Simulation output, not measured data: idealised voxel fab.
This section sets out a process module, namely voxel ribs on slabs.
This is section cut - it's 295 nm across, gridded in 5 nm square cells.
In what follows, cross-sections appear as grids of square cells, described through bands that run from the top down, where every band is one or more rows of cells. What a band's entry tells you: where the top is and where the bottom is, as heights in nm, and after that what lies inside, material by material from left to right, each with its width in nm. Empty space is written as the word "air", and a single material marked with the word "everywhere" occupies the band from edge to edge. Height is counted from the level 0, under which the received wafer is composed throughout of one material. The lowest of the bands is not closed at the bottom but continues downward, in the notation "0 -> down". Read "30..40" as a graded width: first number on top, second number at the bottom, same change between each pair of neighbouring rows. Step note "remains unaltered" = no cross-section cell changed. "Unvented cavities" means: voids of 8 cells or more that are shut off from the top with no open way through. Written width x height at distance, distance from the left edge, in nm. after a step's settings: what the simulator itself notes on the step. If you see "overlay nm" on a step's line and that step has a mask, it's telling you how far right of where it was planned the mask ended up; a negative number means it went left instead.

[The planned process steps are enumerated hereunder]
1. RECEIVE [material Si]
2. DIRECTIONAL_DEP [material SiO2] [thk nm 20]
3. DIRECTIONAL_DEP [material SiN] [thk nm 15]
4. PATTERN [tone cover] [mask id RIB] [material resist] [width nm 25] [thk nm 15] [overlay nm 0]
5. DIRECTIONAL_ETCH [etch materials SiN] [depth nm 10]
6. STRIP [etch materials resist]
7. PATTERN [tone cover] [mask id SLAB] [material resist] [width nm 65] [thk nm 15] [overlay nm 0]
8. DIRECTIONAL_ETCH [etch materials SiN] [depth nm 5]
9. STRIP [etch materials resist]
10. FILL_DEP [material SiO2] [thk nm 15]
11. CMP [height nm 45]
12. DIRECTIONAL_DEP [material TiN] [thk nm 10]
13. MASKED_ETCH [tone cover] [mask id HEATER] [width nm 35] [etch materials TiN] [depth nm 10] [overlay nm 0]
14. CONFORMAL_DEP [material SiN] [thk nm 10]

[Received-state cross-section, reflecting completion of step 1]
0 -> down | Si everywhere
Unvented cavities: none

[End state of the module in cross-section, given the above starting point and plan and one mistake in execution]
65 -> 55 | SiN: 140, air: 15, SiN: 140
55 -> 45 | TiN: 130, SiN: 35, TiN: 130
45 -> 35 | SiO2 everywhere
35 -> 25 | SiO2: 135, SiN: 25, SiO2: 135
25 -> 20 | SiO2: 115, SiN: 65, SiO2: 115
20 -> 0 | SiO2 everywhere
0 -> down | Si everywhere
Unvented cavities: none
Nonconformance to the process plan: step 13 was not run as planned; what actually ran was MASKED_ETCH [tone open] [mask id HEATER] [width nm 35] [etch materials TiN] [depth nm 10] [overlay nm 0]
